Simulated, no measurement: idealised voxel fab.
Documented hereafter: the process module known as voxel transistor to metal.
In the cross-section labelled cut, the width is 285 nm and each square cell is 5 nm.
Cross-section, as written here: a square-cell grid given band by band from the top down, where a band holds one or more rows of cells. Top height, bottom height, nm. Materials left to right, width each, nm. Single material + "all across" = fills band edge to edge. "air" = empty. For the purposes of this specification, 0 denotes the height below which the wafer in its as-received condition is composed wholly of one material, and the lowermost band, lacking a lower limit, extends downward without end, as expressed in "z 0 and below". A width such as "30..40" changes by the same amount from each row of cells to the next, from the band's top row to its bottom row. "stayed the same" means the step left every cell of the cross-section as it was. Empty spaces counting at least 8 cells and having no open way to the top are listed in "Sealed internal voids". The notation width x height at distance is used for each, the distance being from the left edge and all three values in nm. On a step's line, text after the settings is the simulator commenting on that step. overlay nm: where the mask lay relative to plan, measured to the right, on steps with a mask; negatives go left.

-- The process steps that were planned are listed below
step 1: RECEIVE: material Si
step 2: CONFORMAL_DEP: material SiO2, thk nm 5
step 3: CONFORMAL_DEP: material SiN, thk nm 15
step 4: PATTERN: tone cover, mask id ACTIVE, material resist, width nm 100, pitch nm 140, thk nm 15, overlay nm 0
step 5: DIRECTIONAL_ETCH: etch materials SiN, depth nm 15
step 6: DIRECTIONAL_ETCH: etch materials SiO2, depth nm 5
step 7: DIRECTIONAL_ETCH: etch materials Si, depth nm 25
step 8: STRIP: etch materials resist
step 9: FILL_DEP: material SiO2, thk nm 15
step 10: CMP: height nm 20
step 11: SELECTIVE_ETCH: etch materials SiO2, depth nm 10
step 12: STRIP: etch materials SiN
step 13: SELECTIVE_ETCH: etch materials SiO2, depth nm 5
step 14: OXIDIZE: depth nm 5
step 15: DIRECTIONAL_DEP: material polySi, thk nm 20
step 16: DIRECTIONAL_DEP: material SiCN, thk nm 15
step 17: MASKED_ETCH: tone cover, mask id GATE, width nm 20, pitch nm 140, etch materials SiCN, depth nm 25, overlay nm 0
step 18: MASKED_ETCH: tone cover, mask id GATE, width nm 20, pitch nm 140, etch materials polySi, depth nm 30, overlay nm 0
step 19: CONFORMAL_DEP: material SiN, thk nm 10
step 20: DIRECTIONAL_ETCH: etch materials SiN, depth nm 10
step 21: DIRECTIONAL_ETCH: etch materials SiO2, depth nm 5
step 22: DIRECTIONAL_ETCH: etch materials Si, depth nm 5
step 23: EPI: material nSi, thk nm 10
step 24: FILL_DEP: material SiO2, thk nm 5
step 25: CMP: height nm 35
step 26: DIRECTIONAL_DEP: material SiO2, thk nm 15
step 27: DIRECTIONAL_DEP: material aC, thk nm 15
step 28: PATTERN: tone open, mask id CONTACT, material resist, width nm 20, pitch nm 70, thk nm 30, overlay nm 0
step 29: DIRECTIONAL_ETCH: etch materials aC, depth nm 15
step 30: STRIP: etch materials resist
step 31: DIRECTIONAL_ETCH: etch materials SiO2, depth nm 50
step 32: STRIP: etch materials aC
step 33: CONFORMAL_DEP: material TiN, thk nm 5
step 34: FILL_DEP: material Ru, thk nm 5
step 35: CMP: height nm 50
step 36: DIRECTIONAL_DEP: material TiN, thk nm 5
step 37: DIRECTIONAL_DEP: material W, thk nm 25
step 38: PATTERN: tone cover, mask id METAL_1, material resist, width nm 20, pitch nm 70, thk nm 20, overlay nm 0
step 39: DIRECTIONAL_ETCH: etch materials W, depth nm 25
step 40: DIRECTIONAL_ETCH: etch materials TiN, depth nm 5
step 41: STRIP: etch materials resist
step 42: CONFORMAL_DEP: material SiN, thk nm 5
step 43: FILL_DEP: material lowk, thk nm 5
step 44: CMP: height nm 80
step 45: CONFORMAL_DEP: material SiCN, thk nm 5
Where the wafers of this document differ is in the width nm of step 4; they start out the same, and the plan states the value that applied to the first wafer.

-- So this is the first of several wafers, cross-sectioned as it came to us, meaning it's at the end of step 1
> z 0 and below: Si all across
> Sealed internal voids: none

-- First of several wafers, sectioned at end of module (last step: step 45)
> z 85 to 80: SiCN all across
> z 80 to 55: lowk: 20, SiN: 5, W: 20, SiN: 5, lowk: 40, SiN: 5, W: 20, SiN: 5, lowk: 40, SiN: 5, W: 20, SiN: 5, lowk: 40, SiN: 5, W: 20, SiN: 5, lowk: 25
> z 55 to 50: SiN: 25, TiN: 20, SiN: 50, TiN: 20, SiN: 50, TiN: 20, SiN: 50, TiN: 20, SiN: 30
> z 50 to 35: SiO2: 25, TiN: 5, Ru: 10, TiN: 5, SiO2: 50, TiN: 5, Ru: 10, TiN: 5, SiO2: 50, TiN: 5, Ru: 10, TiN: 5, SiO2: 50, TiN: 5, Ru: 10, TiN: 5, SiO2: 30
> z 35 to 20: SiO2: 25, TiN: 5, Ru: 10, TiN: 5, SiO2: 5, SiN: 10, SiCN: 20, SiN: 10, SiO2: 5, TiN: 5, Ru: 10, TiN: 5, SiO2: 50, TiN: 5, Ru: 10, TiN: 5, SiO2: 5, SiN: 10, SiCN: 20, SiN: 10, SiO2: 5, TiN: 5, Ru: 10, TiN: 5, SiO2: 30
> z 20 to 10: SiO2: 25, TiN: 5, Ru: 10, TiN: 5, SiO2: 5, SiN: 10, polySi: 20, SiN: 10, SiO2: 5, TiN: 5, Ru: 10, TiN: 5, SiO2: 50, TiN: 5, Ru: 10, TiN: 5, SiO2: 5, SiN: 10, polySi: 20, SiN: 10, SiO2: 5, TiN: 5, Ru: 10, TiN: 5, SiO2: 30
> z 10 to 5: SiO2: 25, TiN: 20, SiO2: 5, SiN: 10, polySi: 20, SiN: 10, SiO2: 5, TiN: 20, SiO2: 50, TiN: 20, SiO2: 5, SiN: 10, polySi: 20, SiN: 10, SiO2: 5, TiN: 20, SiO2: 30
> z 5 to 0: SiO2: 15, SiN: 10, nSi: 10, TiN: 5, nSi: 10, SiN: 10, polySi: 20, SiN: 10, nSi: 10, TiN: 5, nSi: 10, SiN: 10, SiO2: 30, SiN: 10, nSi: 10, TiN: 5, nSi: 10, SiN: 10, polySi: 20, SiN: 10, nSi: 10, TiN: 5, nSi: 10, SiN: 10, SiO2: 20
> z 0 to -5: SiO2: 25, nSi: 25, SiO2: 40, nSi: 25, SiO2: 50, nSi: 25, SiO2: 40, nSi: 25, SiO2: 30
> z -5 to -10: SiO2: 20, Si: 5, nSi: 25, Si: 40, nSi: 25, Si: 5, SiO2: 40, Si: 5, nSi: 25, Si: 40, nSi: 25, Si: 5, SiO2: 25
> z -10 to -25: SiO2: 20, Si: 100, SiO2: 40, Si: 100, SiO2: 25
> z -25 and below: Si all across
> Sealed internal voids: none

-- Last wafer, end of module, cross-section
> z 85 to 80: SiCN all across
> z 80 to 55: lowk: 20, SiN: 5, W: 20, SiN: 5, lowk: 40, SiN: 5, W: 20, SiN: 5, lowk: 40, SiN: 5, W: 20, SiN: 5, lowk: 40, SiN: 5, W: 20, SiN: 5, lowk: 25
> z 55 to 50: SiN: 25, TiN: 20, SiN: 50, TiN: 20, SiN: 50, TiN: 20, SiN: 50, TiN: 20, SiN: 30
> z 50 to 35: SiO2: 25, TiN: 5, Ru: 10, TiN: 5, SiO2: 50, TiN: 5, Ru: 10, TiN: 5, SiO2: 50, TiN: 5, Ru: 10, TiN: 5, SiO2: 50, TiN: 5, Ru: 10, TiN: 5, SiO2: 30
> z 35 to 20: SiO2: 25, TiN: 5, Ru: 10, TiN: 5, SiO2: 5, SiN: 10, SiCN: 20, SiN: 10, SiO2: 5, TiN: 5, Ru: 10, TiN: 5, SiO2: 50, TiN: 5, Ru: 10, TiN: 5, SiO2: 5, SiN: 10, SiCN: 20, SiN: 10, SiO2: 5, TiN: 5, Ru: 10, TiN: 5, SiO2: 30
> z 20 to 10: SiO2: 25, TiN: 5, Ru: 10, TiN: 5, SiO2: 5, SiN: 10, polySi: 20, SiN: 10, SiO2: 5, TiN: 5, Ru: 10, TiN: 5, SiO2: 50, TiN: 5, Ru: 10, TiN: 5, SiO2: 5, SiN: 10, polySi: 20, SiN: 10, SiO2: 5, TiN: 5, Ru: 10, TiN: 5, SiO2: 30
> z 10 to 5: SiO2: 25, TiN: 20, SiO2: 5, SiN: 10, polySi: 20, SiN: 10, SiO2: 5, TiN: 10, Ru: 5, TiN: 5, SiO2: 50, TiN: 20, SiO2: 5, SiN: 10, polySi: 20, SiN: 10, SiO2: 5, TiN: 10, Ru: 5, TiN: 5, SiO2: 30
> z 5 to 0: SiO2: 10, SiN: 10, nSi: 10, TiN: 10, nSi: 10, SiN: 10, polySi: 20, SiN: 10, nSi: 10, TiN: 15, nSi: 10, SiN: 10, SiO2: 15, SiN: 10, nSi: 10, TiN: 10, nSi: 10, SiN: 10, polySi: 20, SiN: 10, nSi: 10, TiN: 15, nSi: 10, SiN: 10, SiO2: 10
> z 0 to -5: SiO2: 20, nSi: 30, SiO2: 40, nSi: 35, SiO2: 35, nSi: 30, SiO2: 40, nSi: 35, SiO2: 20
> z -5 to -10: SiO2: 15, Si: 5, nSi: 30, Si: 40, nSi: 35, Si: 5, SiO2: 25, Si: 5, nSi: 30, Si: 40, nSi: 35, Si: 5, SiO2: 15
> z -10 to -25: SiO2: 15, Si: 115, SiO2: 25, Si: 115, SiO2: 15
> z -25 and below: Si all across
> Sealed internal voids: none

-- End of module, by wafer: material-by-material cell gain (+) or loss (-) since receipt, then closed voids
width nm 100; +64 Ru; -145 Si; +81 SiCN; +145 SiN; +391 SiO2; +100 TiN; +80 W; +165 lowk; +56 nSi; +32 polySi; Sealed internal voids: none
width nm 105; +64 Ru; -139 Si; +81 SiCN; +145 SiN; +379 SiO2; +102 TiN; +80 W; +165 lowk; +60 nSi; +32 polySi; Sealed internal voids: none
width nm 110; +64 Ru; -133 Si; +81 SiCN; +145 SiN; +367 SiO2; +104 TiN; +80 W; +165 lowk; +64 nSi; +32 polySi; Sealed internal voids: none
width nm 115; +66 Ru; -127 Si; +81 SiCN; +145 SiN; +355 SiO2; +104 TiN; +80 W; +165 lowk; +68 nSi; +32 polySi; Sealed internal voids: none
